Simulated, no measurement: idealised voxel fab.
process module | voxel transistor to metal
cross-section cut | 215 nm wide | cells 5 nm
A cross-section is a grid of square cells, given in bands from the top down. A band is one or more rows of cells.
Each band's line starts with the height of the band's top and of its bottom, in nm. Then come its materials from left to right, each with its width in nm. One material with "throughout" fills the band from edge to edge. "air" is empty space.
Height 0 is the level under which the wafer as received is all one material. The lowest band goes on downwards, as in "0 down".
A width such as "30 to 40" changes by the same amount from each row of cells to the next, from the band's top row to its bottom row.
"no change" after a step means that no cell of the cross-section changed.
closed voids: empty space of 8 cells or more with no open way to the top, each as width x height at its distance from the left edge, in nm
after a step's settings: what the simulator itself notes on the step
overlay nm, on a step with a mask: how far to the right of its planned place the mask lay; to the left if negative
Each pair below shows a cross-section before one step and the cross-section after it, down to the lowest band that changed. The line under each pair gives the step between them, with its settings. The pairs can come from different runs of this module on the same starting wafer, so a pair continues from the pair above only where its "before" says so.
before
  70 to 60: W throughout
  60 to 55: TiN 65 | W 5 | TiN 70 | W 5 | TiN 70
  55 to 30: lowk 60 | TiN 5 | W 5 | TiN 5 | lowk 60 | TiN 5 | W 5 | TiN 5 | lowk 65
  30 to 25: SiCN 60 | TiN 15 | SiCN 60 | TiN 15 | SiCN 65
  25 to 15: SiO2 60 | TiN 5 | W 5 | TiN 5 | SiO2 60 | TiN 5 | W 5 | TiN 5 | SiO2 65
  15 to 10: SiO2 60 | TiN 15 | SiO2 5 | SiN 5 | HfO2 5 | TiN 5 | W 20 | TiN 5 | HfO2 5 | SiN 5 | SiO2 5 | TiN 15 | SiO2 65
  10 to 0: SiO2 60 | SiGe 20 | SiN 5 | HfO2 5 | TiN 5 | W 20 | TiN 5 | HfO2 5 | SiN 5 | SiGe 20 | SiO2 65
  0 to -5: SiO2 60 | SiGe 20 | SiN 5 | HfO2 5 | TiN 30 | HfO2 5 | SiN 5 | SiGe 20 | SiO2 65
  -5 to -10: SiO2 60 | SiGe 20 | SiO2 5 | HfO2 40 | SiO2 5 | SiGe 20 | SiO2 65
  -10 to -20: SiO2 60 | SiGe 20 | Si 50 | SiGe 20 | SiO2 65
  -20 to -40: SiO2 55 | SiGe 25 | Si 50 | SiGe 25 | SiO2 60
  -40 to -45: SiO2 55 | Si 100 | SiO2 60
  -45 down: Si throughout
  closed voids: none
after
  55 to 30: lowk 60 | TiN 5 | W 5 | TiN 5 | lowk 60 | TiN 5 | W 5 | TiN 5 | lowk 65
  below 30: unchanged
  closed voids: none
the step between: op CMP | height nm 55
before: the cross-section after the pair above
after
  60 to 55: SiCN throughout
  below 55: unchanged
  closed voids: none
the step between: op CONFORMAL_DEP | material SiCN | thk nm 5
before
  20 to 15: air 80 | SiN 5 | air 40 | SiN 5 | air 85
  15 to 10: SiO2 80 | SiN 5 | air 40 | SiN 5 | SiO2 85
  10 to -5: SiO2 60 | SiGe 20 | SiN 5 | air 40 | SiN 5 | SiGe 20 | SiO2 65
  -5 to -10: SiO2 50 | SiGe 30 | SiO2 5 | air 40 | SiO2 5 | SiGe 30 | SiO2 55
  -10 to -25: SiO2 55 | SiGe 25 | Si 50 | SiGe 25 | SiO2 60
  -25 to -45: SiO2 55 | Si 100 | SiO2 60
  -45 down: Si throughout
  closed voids: none
after
  25 to 20: air 75 | TiN 15 | air 30 | TiN 15 | air 80
  20 to 15: TiN 80 | SiN 5 | TiN 5 | air 30 | TiN 5 | SiN 5 | TiN 85
  15 to 10: SiO2 80 | SiN 5 | TiN 5 | air 30 | TiN 5 | SiN 5 | SiO2 85
  10 to -5: SiO2 60 | SiGe 20 | SiN 5 | TiN 5 | air 30 | TiN 5 | SiN 5 | SiGe 20 | SiO2 65
  -5 to -10: SiO2 50 | SiGe 30 | SiO2 5 | TiN 40 | SiO2 5 | SiGe 30 | SiO2 55
  below -10: unchanged
  closed voids: none
the step between: op CONFORMAL_DEP | material TiN | thk nm 5
before: the cross-section after the pair above
after
  30 to 25: air 70 | HfO2 25 | air 20 | HfO2 25 | air 75
  25 to 20: HfO2 75 | TiN 15 | HfO2 5 | air 20 | HfO2 5 | TiN 15 | HfO2 80
  20 to 15: TiN 80 | SiN 5 | TiN 5 | HfO2 5 | air 20 | HfO2 5 | TiN 5 | SiN 5 | TiN 85
  15 to 10: SiO2 80 | SiN 5 | TiN 5 | HfO2 5 | air 20 | HfO2 5 | TiN 5 | SiN 5 | SiO2 85
  10 to 0: SiO2 60 | SiGe 20 | SiN 5 | TiN 5 | HfO2 5 | air 20 | HfO2 5 | TiN 5 | SiN 5 | SiGe 20 | SiO2 65
  0 to -5: SiO2 60 | SiGe 20 | SiN 5 | TiN 5 | HfO2 30 | TiN 5 | SiN 5 | SiGe 20 | SiO2 65
  below -5: unchanged
  closed voids: none
the step between: op CONFORMAL_DEP | material HfO2 | thk nm 5
before: the cross-section after the pair above
after
  40 to 30: W throughout
  30 to 25: W 70 | HfO2 25 | W 20 | HfO2 25 | W 75
  25 to 20: HfO2 75 | TiN 15 | HfO2 5 | W 20 | HfO2 5 | TiN 15 | HfO2 80
  20 to 15: TiN 80 | SiN 5 | TiN 5 | HfO2 5 | W 20 | HfO2 5 | TiN 5 | SiN 5 | TiN 85
  15 to 10: SiO2 80 | SiN 5 | TiN 5 | HfO2 5 | W 20 | HfO2 5 | TiN 5 | SiN 5 | SiO2 85
  10 to 0: SiO2 60 | SiGe 20 | SiN 5 | TiN 5 | HfO2 5 | W 20 | HfO2 5 | TiN 5 | SiN 5 | SiGe 20 | SiO2 65
  below 0: unchanged
  closed voids: none
the step between: op FILL_DEP | material W | thk nm 10
before: the cross-section after the pair above
after
  15 to 10: SiO2 80 | SiN 5 | TiN 5 | HfO2 5 | W 20 | HfO2 5 | TiN 5 | SiN 5 | SiO2 85
  below 10: unchanged
  closed voids: none
the step between: op CMP | height nm 15
before: the cross-section after the pair above
after
  25 to 15: SiO2 throughout
  below 15: unchanged
  closed voids: none
the step between: op DIRECTIONAL_DEP | material SiO2 | thk nm 10
before: the cross-section after the pair above
after
  40 to 25: resist 60 | air 15 | resist 60 | air 15 | resist 65
  below 25: unchanged
  closed voids: none
the step between: op PATTERN | tone open | mask id CONTACT | material resist | width nm 15 | pitch nm 75 | thk nm 15 | overlay nm 0
before: the cross-section after the pair above
after
  40 to 25: resist 60 | air 15 | resist 60 | air 15 | resist 65
  25 to 15: SiO2 60 | air 15 | SiO2 60 | air 15 | SiO2 65
  15 to 10: SiO2 60 | air 15 | SiO2 5 | SiN 5 | TiN 5 | HfO2 5 | W 20 | HfO2 5 | TiN 5 | SiN 5 | SiO2 5 | air 15 | SiO2 65
  below 10: unchanged
  closed voids: none
the step between: op DIRECTIONAL_ETCH | etch materials SiO2 | depth nm 15
before: the cross-section after the pair above
after
  25 to 15: SiO2 60 | air 15 | SiO2 60 | air 15 | SiO2 65
  below 15: unchanged
  closed voids: none
the step between: op STRIP | etch materials resist
before: the cross-section after the pair above
after
  30 to 25: TiN 65 | air 5 | TiN 70 | air 5 | TiN 70
  25 to 15: SiO2 60 | TiN 5 | air 5 | TiN 5 | SiO2 60 | TiN 5 | air 5 | TiN 5 | SiO2 65
  15 to 10: SiO2 60 | TiN 15 | SiO2 5 | SiN 5 | TiN 5 | HfO2 5 | W 20 | HfO2 5 | TiN 5 | SiN 5 | SiO2 5 | TiN 15 | SiO2 65
  below 10: unchanged
  closed voids: none
the step between: op CONFORMAL_DEP | material TiN | thk nm 5
before: the cross-section after the pair above
after
  40 to 30: W throughout
  30 to 25: TiN 65 | W 5 | TiN 70 | W 5 | TiN 70
  25 to 15: SiO2 60 | TiN 5 | W 5 | TiN 5 | SiO2 60 | TiN 5 | W 5 | TiN 5 | SiO2 65
  below 15: unchanged
  closed voids: none
the step between: op FILL_DEP | material W | thk nm 10
before: the cross-section after the pair above
after
  25 to 15: SiO2 60 | TiN 5 | W 5 | TiN 5 | SiO2 60 | TiN 5 | W 5 | TiN 5 | SiO2 65
  below 15: unchanged
  closed voids: none
the step between: op CMP | height nm 25
before: the cross-section after the pair above
after
  30 to 25: SiCN throughout
  below 25: unchanged
  closed voids: none
the step between: op CONFORMAL_DEP | material SiCN | thk nm 5
before: the cross-section after the pair above
after
  55 to 30: lowk throughout
  below 30: unchanged
  closed voids: none
the step between: op DIRECTIONAL_DEP | material lowk | thk nm 25
before: the cross-section after the pair above
after
  55 to 30: lowk 60 | air 15 | lowk 60 | air 15 | lowk 65
  below 30: unchanged
  closed voids: none
the step between: op MASKED_ETCH | tone open | mask id METAL_1 | width nm 15 | pitch nm 75 | etch materials lowk | depth nm 25 | overlay nm 0
before: the cross-section after the pair above
after
  55 to 30: lowk 60 | air 15 | lowk 60 | air 15 | lowk 65
  30 to 25: SiCN 60 | air 15 | SiCN 60 | air 15 | SiCN 65
  below 25: unchanged
  closed voids: none
the step between: op MASKED_ETCH | tone open | mask id METAL_1 | width nm 15 | pitch nm 75 | etch materials SiCN | depth nm 5 | overlay nm 0
before: the cross-section after the pair above
after
  60 to 55: TiN 65 | air 5 | TiN 70 | air 5 | TiN 70
  55 to 30: lowk 60 | TiN 5 | air 5 | TiN 5 | lowk 60 | TiN 5 | air 5 | TiN 5 | lowk 65
  30 to 25: SiCN 60 | TiN 15 | SiCN 60 | TiN 15 | SiCN 65
  below 25: unchanged
  closed voids: none
the step between: op CONFORMAL_DEP | material TiN | thk nm 5
before: the cross-section after the pair above
after
  70 to 60: W throughout
  60 to 55: TiN 65 | W 5 | TiN 70 | W 5 | TiN 70
  55 to 30: lowk 60 | TiN 5 | W 5 | TiN 5 | lowk 60 | TiN 5 | W 5 | TiN 5 | lowk 65
  below 30: unchanged
  closed voids: none
the step between: op FILL_DEP | material W | thk nm 10
before: the cross-section after the pair above
after
  55 to 30: lowk 60 | TiN 5 | W 5 | TiN 5 | lowk 60 | TiN 5 | W 5 | TiN 5 | lowk 65
  below 30: unchanged
  closed voids: none
the step between: op CMP | height nm 55
before: the cross-section after the pair above
after
  60 to 55: SiCN throughout
  below 55: unchanged
  closed voids: none
the step between: op CONFORMAL_DEP | material SiCN | thk nm 5
before
  30 to 25: air 80 | SiN 5 | air 5 | SiCN 30 | air 5 | SiN 5 | air 85
  25 to 20: air 80 | SiN 5 | SiO2 5 | SiCN 30 | SiO2 5 | SiN 5 | air 85
  20 to -5: air 80 | SiN 5 | SiO2 5 | polySi 30 | SiO2 5 | SiN 5 | air 85
  -5 to -10: air 80 | SiO2 50 | air 85
  -10 to -45: SiO2 55 | Si 100 | SiO2 60
  -45 down: Si throughout
  closed voids: none
after
  30 to 25: air 80 | SiN 5 | air 5 | SiCN 30 | air 5 | SiN 5 | air 85
  25 to 20: air 80 | SiN 5 | SiO2 5 | SiCN 30 | SiO2 5 | SiN 5 | air 85
  20 to -5: air 80 | SiN 5 | SiO2 5 | polySi 30 | SiO2 5 | SiN 5 | air 85
  -5 to -10: air 80 | SiO2 50 | air 85
  -10 to -20: SiO2 55 | air 25 | Si 50 | air 25 | SiO2 60
  below -20: unchanged
  closed voids: none
the step between: op DIRECTIONAL_ETCH | etch materials Si | depth nm 10
before: the cross-section after the pair above
after
  30 to 25: air 80 | SiN 5 | air 5 | SiCN 30 | air 5 | SiN 5 | air 85
  25 to 20: air 80 | SiN 5 | SiO2 5 | SiCN 30 | SiO2 5 | SiN 5 | air 85
  20 to 10: air 80 | SiN 5 | SiO2 5 | polySi 30 | SiO2 5 | SiN 5 | air 85
  10 to 0: air 60 | SiGe 20 | SiN 5 | SiO2 5 | polySi 30 | SiO2 5 | SiN 5 | SiGe 20 | air 65
  0 to -5: air 45 | SiGe 35 | SiN 5 | SiO2 5 | polySi 30 | SiO2 5 | SiN 5 | SiGe 35 | air 50
  -5 to -10: air 45 | SiGe 35 | SiO2 50 | SiGe 35 | air 50
  -10 to -20: SiO2 55 | SiGe 25 | Si 50 | SiGe 25 | SiO2 60
  below -20: unchanged
  closed voids: none
the step between: op EPI | material SiGe | thk nm 20
before: the cross-section after the pair above
after
  35 to 30: SiO2 throughout
  30 to 20: SiO2 80 | SiN 5 | SiO2 5 | SiCN 30 | SiO2 5 | SiN 5 | SiO2 85
  20 to 10: SiO2 80 | SiN 5 | SiO2 5 | polySi 30 | SiO2 5 | SiN 5 | SiO2 85
  10 to 0: SiO2 60 | SiGe 20 | SiN 5 | SiO2 5 | polySi 30 | SiO2 5 | SiN 5 | SiGe 20 | SiO2 65
  0 to -5: SiO2 45 | SiGe 35 | SiN 5 | SiO2 5 | polySi 30 | SiO2 5 | SiN 5 | SiGe 35 | SiO2 50
  -5 to -10: SiO2 45 | SiGe 35 | SiO2 50 | SiGe 35 | SiO2 50
  below -10: unchanged
  closed voids: none
the step between: op FILL_DEP | material SiO2 | thk nm 5
before: the cross-section after the pair above
after
  20 to 10: SiO2 80 | SiN 5 | SiO2 5 | polySi 30 | SiO2 5 | SiN 5 | SiO2 85
  below 10: unchanged
  closed voids: none
the step between: op CMP | height nm 20
before: the cross-section after the pair above
after
  20 to 10: SiO2 80 | SiN 5 | SiO2 5 | air 30 | SiO2 5 | SiN 5 | SiO2 85
  10 to 0: SiO2 60 | SiGe 20 | SiN 5 | SiO2 5 | air 30 | SiO2 5 | SiN 5 | SiGe 20 | SiO2 65
  0 to -5: SiO2 45 | SiGe 35 | SiN 5 | SiO2 5 | air 30 | SiO2 5 | SiN 5 | SiGe 35 | SiO2 50
  below -5: unchanged
  closed voids: none
the step between: op STRIP | etch materials polySi
before: the cross-section after the pair above
after
  20 to 15: air 80 | SiN 5 | air 40 | SiN 5 | air 85
  15 to 10: SiO2 80 | SiN 5 | air 40 | SiN 5 | SiO2 85
  10 to 0: SiO2 60 | SiGe 20 | SiN 5 | air 40 | SiN 5 | SiGe 20 | SiO2 65
  0 to -5: SiO2 45 | SiGe 35 | SiN 5 | air 40 | SiN 5 | SiGe 35 | SiO2 50
  -5 to -10: SiO2 45 | SiGe 35 | SiO2 5 | air 40 | SiO2 5 | SiGe 35 | SiO2 50
  below -10: unchanged
  closed voids: none
the step between: op SELECTIVE_ETCH | etch materials SiO2 | depth nm 5
before: the cross-section after the pair above
after
  25 to 20: air 75 | HfO2 15 | air 30 | HfO2 15 | air 80
  20 to 15: HfO2 80 | SiN 5 | HfO2 5 | air 30 | HfO2 5 | SiN 5 | HfO2 85
  15 to 10: SiO2 80 | SiN 5 | HfO2 5 | air 30 | HfO2 5 | SiN 5 | SiO2 85
  10 to 0: SiO2 60 | SiGe 20 | SiN 5 | HfO2 5 | air 30 | HfO2 5 | SiN 5 | SiGe 20 | SiO2 65
  0 to -5: SiO2 45 | SiGe 35 | SiN 5 | HfO2 5 | air 30 | HfO2 5 | SiN 5 | SiGe 35 | SiO2 50
  -5 to -10: SiO2 45 | SiGe 35 | SiO2 5 | HfO2 40 | SiO2 5 | SiGe 35 | SiO2 50
  below -10: unchanged
  closed voids: none
the step between: op CONFORMAL_DEP | material HfO2 | thk nm 5
before: the cross-section after the pair above
after
  30 to 25: air 70 | TiN 25 | air 20 | TiN 25 | air 75
  25 to 20: TiN 75 | HfO2 15 | TiN 5 | air 20 | TiN 5 | HfO2 15 | TiN 80
  20 to 15: HfO2 80 | SiN 5 | HfO2 5 | TiN 5 | air 20 | TiN 5 | HfO2 5 | SiN 5 | HfO2 85
  15 to 10: SiO2 80 | SiN 5 | HfO2 5 | TiN 5 | air 20 | TiN 5 | HfO2 5 | SiN 5 | SiO2 85
  10 to 0: SiO2 60 | SiGe 20 | SiN 5 | HfO2 5 | TiN 5 | air 20 | TiN 5 | HfO2 5 | SiN 5 | SiGe 20 | SiO2 65
  0 to -5: SiO2 45 | SiGe 35 | SiN 5 | HfO2 5 | TiN 30 | HfO2 5 | SiN 5 | SiGe 35 | SiO2 50
  below -5: unchanged
  closed voids: none
the step between: op CONFORMAL_DEP | material TiN | thk nm 5
before: the cross-section after the pair above
after
  40 to 30: W throughout
  30 to 25: W 70 | TiN 25 | W 20 | TiN 25 | W 75
  25 to 20: TiN 75 | HfO2 15 | TiN 5 | W 20 | TiN 5 | HfO2 15 | TiN 80
  20 to 15: HfO2 80 | SiN 5 | HfO2 5 | TiN 5 | W 20 | TiN 5 | HfO2 5 | SiN 5 | HfO2 85
  15 to 10: SiO2 80 | SiN 5 | HfO2 5 | TiN 5 | W 20 | TiN 5 | HfO2 5 | SiN 5 | SiO2 85
  10 to 0: SiO2 60 | SiGe 20 | SiN 5 | HfO2 5 | TiN 5 | W 20 | TiN 5 | HfO2 5 | SiN 5 | SiGe 20 | SiO2 65
  below 0: unchanged
  closed voids: none
the step between: op FILL_DEP | material W | thk nm 10
before: the cross-section after the pair above
after
  15 to 10: SiO2 80 | SiN 5 | HfO2 5 | TiN 5 | W 20 | TiN 5 | HfO2 5 | SiN 5 | SiO2 85
  below 10: unchanged
  closed voids: none
the step between: op CMP | height nm 15
before: the cross-section after the pair above
after
  25 to 15: SiO2 throughout
  below 15: unchanged
  closed voids: none
the step between: op DIRECTIONAL_DEP | material SiO2 | thk nm 10
before: the cross-section after the pair above
after
  40 to 25: resist 60 | air 15 | resist 60 | air 15 | resist 65
  below 25: unchanged
  closed voids: none
the step between: op PATTERN | tone open | mask id CONTACT | material resist | width nm 15 | pitch nm 75 | thk nm 15 | overlay nm 0
before: the cross-section after the pair above
after
  40 to 25: resist 60 | air 15 | resist 60 | air 15 | resist 65
  25 to 15: SiO2 60 | air 15 | SiO2 60 | air 15 | SiO2 65
  15 to 10: SiO2 60 | air 15 | SiO2 5 | SiN 5 | HfO2 5 | TiN 5 | W 20 | TiN 5 | HfO2 5 | SiN 5 | SiO2 5 | air 15 | SiO2 65
  below 10: unchanged
  closed voids: none
the step between: op DIRECTIONAL_ETCH | etch materials SiO2 | depth nm 15
before: the cross-section after the pair above
after
  25 to 15: SiO2 60 | air 15 | SiO2 60 | air 15 | SiO2 65
  below 15: unchanged
  closed voids: none
the step between: op STRIP | etch materials resist
before: the cross-section after the pair above
after
  30 to 25: TiN 65 | air 5 | TiN 70 | air 5 | TiN 70
  25 to 15: SiO2 60 | TiN 5 | air 5 | TiN 5 | SiO2 60 | TiN 5 | air 5 | TiN 5 | SiO2 65
  15 to 10: SiO2 60 | TiN 15 | SiO2 5 | SiN 5 | HfO2 5 | TiN 5 | W 20 | TiN 5 | HfO2 5 | SiN 5 | SiO2 5 | TiN 15 | SiO2 65
  below 10: unchanged
  closed voids: none
the step between: op CONFORMAL_DEP | material TiN | thk nm 5
before: the cross-section after the pair above
after
  40 to 30: W throughout
  30 to 25: TiN 65 | W 5 | TiN 70 | W 5 | TiN 70
  25 to 15: SiO2 60 | TiN 5 | W 5 | TiN 5 | SiO2 60 | TiN 5 | W 5 | TiN 5 | SiO2 65
  below 15: unchanged
  closed voids: none
the step between: op FILL_DEP | material W | thk nm 10
before: the cross-section after the pair above
after
  25 to 15: SiO2 60 | TiN 5 | W 5 | TiN 5 | SiO2 60 | TiN 5 | W 5 | TiN 5 | SiO2 65
  below 15: unchanged
  closed voids: none
the step between: op CMP | height nm 25
before: the cross-section after the pair above
after
  30 to 25: SiCN throughout
  below 25: unchanged
  closed voids: none
the step between: op CONFORMAL_DEP | material SiCN | thk nm 5
before: the cross-section after the pair above
after
  55 to 30: lowk throughout
  below 30: unchanged
  closed voids: none
the step between: op DIRECTIONAL_DEP | material lowk | thk nm 25
before: the cross-section after the pair above
after
  55 to 30: lowk 60 | air 15 | lowk 60 | air 15 | lowk 65
  below 30: unchanged
  closed voids: none
the step between: op MASKED_ETCH | tone open | mask id METAL_1 | width nm 15 | pitch nm 75 | etch materials lowk | depth nm 25 | overlay nm 0
before: the cross-section after the pair above
after
  55 to 30: lowk 60 | air 15 | lowk 60 | air 15 | lowk 65
  30 to 25: SiCN 60 | air 15 | SiCN 60 | air 15 | SiCN 65
  below 25: unchanged
  closed voids: none
the step between: op MASKED_ETCH | tone open | mask id METAL_1 | width nm 15 | pitch nm 75 | etch materials SiCN | depth nm 5 | overlay nm 0
before: the cross-section after the pair above
after
  60 to 55: TiN 65 | air 5 | TiN 70 | air 5 | TiN 70
  55 to 30: lowk 60 | TiN 5 | air 5 | TiN 5 | lowk 60 | TiN 5 | air 5 | TiN 5 | lowk 65
  30 to 25: SiCN 60 | TiN 15 | SiCN 60 | TiN 15 | SiCN 65
  below 25: unchanged
  closed voids: none
the step between: op CONFORMAL_DEP | material TiN | thk nm 5
before: the cross-section after the pair above
after
  70 to 60: W throughout
  60 to 55: TiN 65 | W 5 | TiN 70 | W 5 | TiN 70
  55 to 30: lowk 60 | TiN 5 | W 5 | TiN 5 | lowk 60 | TiN 5 | W 5 | TiN 5 | lowk 65
  below 30: unchanged
  closed voids: none
the step between: op FILL_DEP | material W | thk nm 10
before: the cross-section after the pair above
after
  55 to 30: lowk 60 | TiN 5 | W 5 | TiN 5 | lowk 60 | TiN 5 | W 5 | TiN 5 | lowk 65
  below 30: unchanged
  closed voids: none
the step between: op CMP | height nm 55
before: the cross-section after the pair above
after
  60 to 55: SiCN throughout
  below 55: unchanged
  closed voids: none
the step between: op CONFORMAL_DEP | material SiCN | thk nm 5
before
  55 to 30: lowk throughout
  30 to 25: SiCN throughout
  25 to 15: SiO2 60 | TiN 5 | W 5 | TiN 5 | SiO2 60 | TiN 5 | W 5 | TiN 5 | SiO2 65
  15 to 10: SiO2 60 | TiN 15 | SiO2 5 | SiN 5 | HfO2 5 | TiN 5 | W 20 | TiN 5 | HfO2 5 | SiN 5 | SiO2 5 | TiN 15 | SiO2 65
  10 to 0: SiO2 60 | SiGe 20 | SiN 5 | HfO2 5 | TiN 5 | W 20 | TiN 5 | HfO2 5 | SiN 5 | SiGe 20 | SiO2 65
  0 to -5: SiO2 60 | SiGe 20 | SiN 5 | HfO2 5 | TiN 30 | HfO2 5 | SiN 5 | SiGe 20 | SiO2 65
  -5 to -10: SiO2 50 | SiGe 30 | SiO2 5 | HfO2 40 | SiO2 5 | SiGe 30 | SiO2 55
  -10 to -25: SiO2 55 | SiGe 25 | Si 50 | SiGe 25 | SiO2 60
  -25 to -45: SiO2 55 | Si 100 | SiO2 60
  -45 down: Si throughout
  closed voids: none
after
  55 to 30: lowk 55 | air 25 | lowk 50 | air 25 | lowk 60
  below 30: unchanged
  closed voids: none
the step between: op MASKED_ETCH | tone open | mask id METAL_1 | width nm 25 | pitch nm 75 | etch materials lowk | depth nm 25 | overlay nm 0
before: the cross-section after the pair above
after
  55 to 30: lowk 55 | air 25 | lowk 50 | air 25 | lowk 60
  30 to 25: SiCN 60 | air 15 | SiCN 60 | air 15 | SiCN 65
  below 25: unchanged
  closed voids: none
the step between: op MASKED_ETCH | tone open | mask id METAL_1 | width nm 15 | pitch nm 75 | etch materials SiCN | depth nm 5 | overlay nm 0
before: the cross-section after the pair above
after
  60 to 55: TiN 60 | air 15 | TiN 60 | air 15 | TiN 65
  55 to 35: lowk 55 | TiN 5 | air 15 | TiN 5 | lowk 50 | TiN 5 | air 15 | TiN 5 | lowk 60
  35 to 30: lowk 55 | TiN 10 | air 5 | TiN 10 | lowk 50 | TiN 10 | air 5 | TiN 10 | lowk 60
  30 to 25: SiCN 60 | TiN 15 | SiCN 60 | TiN 15 | SiCN 65
  below 25: unchanged
  closed voids: none
the step between: op CONFORMAL_DEP | material TiN | thk nm 5
before: the cross-section after the pair above
after
  70 to 60: W throughout
  60 to 55: TiN 60 | W 15 | TiN 60 | W 15 | TiN 65
  55 to 35: lowk 55 | TiN 5 | W 15 | TiN 5 | lowk 50 | TiN 5 | W 15 | TiN 5 | lowk 60
  35 to 30: lowk 55 | TiN 10 | W 5 | TiN 10 | lowk 50 | TiN 10 | W 5 | TiN 10 | lowk 60
  below 30: unchanged
  closed voids: none
the step between: op FILL_DEP | material W | thk nm 10
before: the cross-section after the pair above
after
  55 to 35: lowk 55 | TiN 5 | W 15 | TiN 5 | lowk 50 | TiN 5 | W 15 | TiN 5 | lowk 60
  below 35: unchanged
  closed voids: none
the step between: op CMP | height nm 55
before: the cross-section after the pair above
after
  60 to 55: SiCN throughout
  below 55: unchanged
  closed voids: none
the step between: op CONFORMAL_DEP | material SiCN | thk nm 5
before
  55 to 30: lowk throughout
  30 to 25: SiCN throughout
  25 to 15: SiO2 60 | TiN 5 | W 5 | TiN 5 | SiO2 60 | TiN 5 | W 5 | TiN 5 | SiO2 65
  15 to 10: SiO2 60 | TiN 15 | SiO2 5 | SiN 5 | HfO2 5 | TiN 5 | W 20 | TiN 5 | HfO2 5 | SiN 5 | SiO2 5 | TiN 15 | SiO2 65
  10 to 0: SiO2 60 | SiGe 20 | SiN 5 | HfO2 5 | TiN 5 | W 20 | TiN 5 | HfO2 5 | SiN 5 | SiGe 20 | SiO2 65
  0 to -5: SiO2 60 | SiGe 20 | SiN 5 | HfO2 5 | TiN 30 | HfO2 5 | SiN 5 | SiGe 20 | SiO2 65
  -5 to -10: SiO2 50 | SiGe 30 | SiO2 5 | HfO2 40 | SiO2 5 | SiGe 30 | SiO2 55
  -10 to -25: SiO2 55 | SiGe 25 | Si 50 | SiGe 25 | SiO2 60
  -25 to -45: SiO2 55 | Si 100 | SiO2 60
  -45 down: Si throughout
  closed voids: none
after
  55 to 30: lowk 50 | air 15 | lowk 60 | air 15 | lowk 75
  below 30: unchanged
  closed voids: none
the step between: op MASKED_ETCH | tone open | mask id METAL_1 | width nm 15 | pitch nm 75 | etch materials lowk | depth nm 25 | overlay nm -10
before: the cross-section after the pair above
after
  55 to 30: lowk 50 | air 15 | lowk 60 | air 15 | lowk 75
  30 to 25: SiCN 60 | air 5 | SiCN 70 | air 5 | SiCN 75
  below 25: unchanged
  closed voids: none
the step between: op MASKED_ETCH | tone open | mask id METAL_1 | width nm 15 | pitch nm 75 | etch materials SiCN | depth nm 5 | overlay nm 0
before: the cross-section after the pair above
after
  60 to 55: TiN 55 | air 5 | TiN 70 | air 5 | TiN 80
  55 to 35: lowk 50 | TiN 5 | air 5 | TiN 5 | lowk 60 | TiN 5 | air 5 | TiN 5 | lowk 75
  35 to 30: lowk 50 | TiN 15 | lowk 60 | TiN 15 | lowk 75
  30 to 25: SiCN 60 | TiN 5 | SiCN 70 | TiN 5 | SiCN 75
  below 25: unchanged
  closed voids: none
the step between: op CONFORMAL_DEP | material TiN | thk nm 5
before: the cross-section after the pair above
after
  70 to 60: W throughout
  60 to 55: TiN 55 | W 5 | TiN 70 | W 5 | TiN 80
  55 to 35: lowk 50 | TiN 5 | W 5 | TiN 5 | lowk 60 | TiN 5 | W 5 | TiN 5 | lowk 75
  below 35: unchanged
  closed voids: none
the step between: op FILL_DEP | material W | thk nm 10
before: the cross-section after the pair above
after
  55 to 35: lowk 50 | TiN 5 | W 5 | TiN 5 | lowk 60 | TiN 5 | W 5 | TiN 5 | lowk 75
  below 35: unchanged
  closed voids: none
the step between: op CMP | height nm 55
before: the cross-section after the pair above
after
  60 to 55: SiCN throughout
  below 55: unchanged
  closed voids: none
the step between: op CONFORMAL_DEP | material SiCN | thk nm 5
before
  25 to 15: SiO2 60 | TiN 5 | W 5 | TiN 5 | SiO2 60 | TiN 5 | W 5 | TiN 5 | SiO2 65
  15 to 10: SiO2 60 | TiN 15 | SiO2 5 | SiN 5 | HfO2 5 | TiN 5 | W 20 | TiN 5 | HfO2 5 | SiN 5 | SiO2 5 | TiN 15 | SiO2 65
  10 to 0: SiO2 60 | SiGe 20 | SiN 5 | HfO2 5 | TiN 5 | W 20 | TiN 5 | HfO2 5 | SiN 5 | SiGe 20 | SiO2 65
  0 to -5: SiO2 60 | SiGe 20 | SiN 5 | HfO2 5 | TiN 30 | HfO2 5 | SiN 5 | SiGe 20 | SiO2 65
  -5 to -10: SiO2 50 | SiGe 30 | SiO2 5 | HfO2 40 | SiO2 5 | SiGe 30 | SiO2 55
  -10 to -25: SiO2 55 | SiGe 25 | Si 50 | SiGe 25 | SiO2 60
  -25 to -45: SiO2 55 | Si 100 | SiO2 60
  -45 down: Si throughout
  closed voids: none
after
  30 to 25: TiN throughout
  below 25: unchanged
  closed voids: none
the step between: op CONFORMAL_DEP | material TiN | thk nm 5
before: the cross-section after the pair above
after
  55 to 30: lowk throughout
  below 30: unchanged
  closed voids: none
the step between: op DIRECTIONAL_DEP | material lowk | thk nm 25
before: the cross-section after the pair above
after
  55 to 30: lowk 60 | air 15 | lowk 60 | air 15 | lowk 65
  below 30: unchanged
  closed voids: none
the step between: op MASKED_ETCH | tone open | mask id METAL_1 | width nm 15 | pitch nm 75 | etch materials lowk | depth nm 25 | overlay nm 0
before: the cross-section after the pair above
after
  60 to 55: TiN 65 | air 5 | TiN 70 | air 5 | TiN 70
  55 to 35: lowk 60 | TiN 5 | air 5 | TiN 5 | lowk 60 | TiN 5 | air 5 | TiN 5 | lowk 65
  35 to 30: lowk 60 | TiN 15 | lowk 60 | TiN 15 | lowk 65
  below 30: unchanged
  closed voids: none
the step between: op CONFORMAL_DEP | material TiN | thk nm 5
before: the cross-section after the pair above
after
  70 to 60: W throughout
  60 to 55: TiN 65 | W 5 | TiN 70 | W 5 | TiN 70
  55 to 35: lowk 60 | TiN 5 | W 5 | TiN 5 | lowk 60 | TiN 5 | W 5 | TiN 5 | lowk 65
  below 35: unchanged
  closed voids: none
the step between: op FILL_DEP | material W | thk nm 10
before: the cross-section after the pair above
after
  55 to 35: lowk 60 | TiN 5 | W 5 | TiN 5 | lowk 60 | TiN 5 | W 5 | TiN 5 | lowk 65
  below 35: unchanged
  closed voids: none
the step between: op CMP | height nm 55
before: the cross-section after the pair above
after
  60 to 55: SiCN throughout
  below 55: unchanged
  closed voids: none
the step between: op CONFORMAL_DEP | material SiCN | thk nm 5
